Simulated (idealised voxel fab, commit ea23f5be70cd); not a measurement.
The document below concerns the process module designated voxel self aligned vias.
In the cross-section labelled cut, the width is 170 nm and each square cell is 5 nm.
Cross-section spec: square-cell grid; bands listed top down; each band is one or more rows.
Look at the band entry: it leads with the top's height and the bottom's height in nm. Then it lists the materials left to right, with a width in nm for each. The word "all across" on a single material says that material fills the band edge to edge. The word "empty" is empty space.
Height 0 is the level under which the wafer as received is all one material. The lowest band goes on downwards, as in "0 -> down".
Graded width ("30 to 40"): value in top row of band = first number; value in bottom row = second number; row-to-row change constant.
Any step labelled "left unchanged" changed none of the cells in the cross-section.
"Cavities, sealed" contains a list of empty spaces, each no smaller than 8 cells and without an open way to the top, written in the form width x height at distance with the distance from the left edge and all three in nm.
Read whatever lies past the settings on a step's line as the simulator's own remark about the step.
Steps that use a mask can have "overlay nm" on their line. It says how far the mask sat to the right of where it was meant to be. Negative means to the left.
**Listed below are the process steps as planned**
1,RECEIVE | material Si
2,CONFORMAL_DEP | material SiO2 | thk nm 10
3,CONFORMAL_DEP | material SiCN | thk nm 5
4,DIRECTIONAL_DEP | material SiO2 | thk nm 30
5,DIRECTIONAL_DEP | material aC | thk nm 10
6,PATTERN | tone open | mask id LINES | material resist | width nm 20 | pitch nm 45 | thk nm 25 | overlay nm 0
7,DIRECTIONAL_ETCH | etch materials aC | depth nm 10
8,STRIP | etch materials resist
9,DIRECTIONAL_ETCH | etch materials SiO2 | depth nm 30
10,STRIP | etch materials aC
11,CONFORMAL_DEP | material TiN | thk nm 5
12,FILL_DEP | material W | thk nm 10
13,CMP | height nm 45
14,SELECTIVE_ETCH | etch materials W Ru TiN | depth nm 10
15,FILL_DEP | material SiN | thk nm 10
16,CMP | height nm 45
17,DIRECTIONAL_DEP | material SiO2 | thk nm 15
18,PATTERN | tone open | mask id VIAS | material resist | width nm 30 | pitch nm 45 | thk nm 15 | overlay nm 0
19,DIRECTIONAL_ETCH | etch materials SiO2 | depth nm 15
20,DIRECTIONAL_ETCH | etch materials SiN | depth nm 10
21,STRIP | etch materials resist
22,CONFORMAL_DEP | material TiN | thk nm 5
23,FILL_DEP | material W | thk nm 5
24,CMP | height nm 60
25,CONFORMAL_DEP | material SiCN | thk nm 5
**Cross-section: wafer on arrival = after step 1**
	0 -> down = Si all across
	Cavities, sealed: none
**End state of the module in cross-section, given the above starting point and plan and one mistake in execution**
	65 -> 60 = SiCN all across
	60 -> 50 = SiO2 45 | TiN 5 | W 20 | TiN 5 | SiO2 15 | TiN 5 | W 20 | TiN 5 | SiO2 50
	50 -> 40 = SiO2 45 to 50 | TiN 10 to 5 | W 10 | TiN 10 to 5 | SiO2 15 to 25 | TiN 10 to 5 | W 10 | TiN 10 to 5 | SiO2 50 to 55
	40 -> 35 = SiO2 50 | TiN 20 | SiO2 25 | TiN 20 | SiO2 55
	35 -> 20 = SiO2 50 | TiN 5 | W 10 | TiN 5 | SiO2 25 | TiN 5 | W 10 | TiN 5 | SiO2 55
	20 -> 15 = SiO2 50 | TiN 20 | SiO2 25 | TiN 20 | SiO2 55
	15 -> 5 = SiO2 all across
	5 -> 0 = SiCN all across
	0 -> down = Si all across
	Cavities, sealed: none
What was done differently from what was planned? steps 2 and 3 swapped
